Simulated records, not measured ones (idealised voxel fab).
The following is a process module called voxel spacer lines.
The width of the displayed cross-section, cut, is 165 nm; its cells are square, with a size of 5 nm.
Cross-section spec: square-cell grid; bands listed top down; each band is one or more rows.
First you get the band's top height and its bottom height, in nm, and then the materials it's made of, left to right, with each width in nm. If you see a single material with "full width", that one covers the band edge to edge. "empty" is empty space.
Heights from 0 (as-received wafer is one material below). Bottom band endless downward, as "from 0 down".
Quick explanation for "30 to 40": the width changes in equal steps down the rows of cells, from the first number in the band's top row to the second number in its bottom row.
Given "nothing changed" for a step, no cell of the cross-section differs between before and after that step.
The entry titled "Sealed voids" provides the empty spaces that have no open way to the top, restricted to those of 8 cells or more. Each is presented as width x height at distance, the distance being measured from the left edge, with all three in nm.
Note: text after step settings on the step line = simulator remark on that step.
When a step includes a mask, the "overlay nm" setting on its line states how far to the right of its planned place that mask lay, and negative values state how far to the left.

Steps in the process plan:
1 RECEIVE,material Si
2 CONFORMAL_DEP,material Al2O3,thk nm 5
3 DIRECTIONAL_DEP,material polySi,thk nm 20
4 DIRECTIONAL_DEP,material aC,thk nm 30
5 PATTERN,tone cover,mask id MANDREL,material resist,width nm 20,pitch nm 70,thk nm 35,overlay nm 0
6 DIRECTIONAL_ETCH,etch materials aC,depth nm 30
7 STRIP,etch materials resist
8 CONFORMAL_DEP,material SiO2,thk nm 15
9 DIRECTIONAL_ETCH,etch materials SiO2,depth nm 15
10 STRIP,etch materials aC
11 DIRECTIONAL_ETCH,etch materials polySi,depth nm 20
12 STRIP,etch materials SiO2

Cross-section of the wafer at receipt, which is the condition after step 1:
* from 0 down: Si full width
* Sealed voids: none

Wafer cross-section at end of module: start and plan as shown above, one execution error:
* from 25 to 5: 15 of empty / 15 of polySi / 30 of empty / 15 of polySi / 10 of empty / 15 of polySi / 30 of empty / 15 of polySi / 20 of empty
* from 5 to 0: Al2O3 full width
* from 0 down: Si full width
* Sealed voids: none
Here's what went sideways: step 5: run off-plan, actual operation and settings PATTERN,tone cover,mask id MANDREL,material resist,width nm 30,pitch nm 70,thk nm 35,overlay nm 0
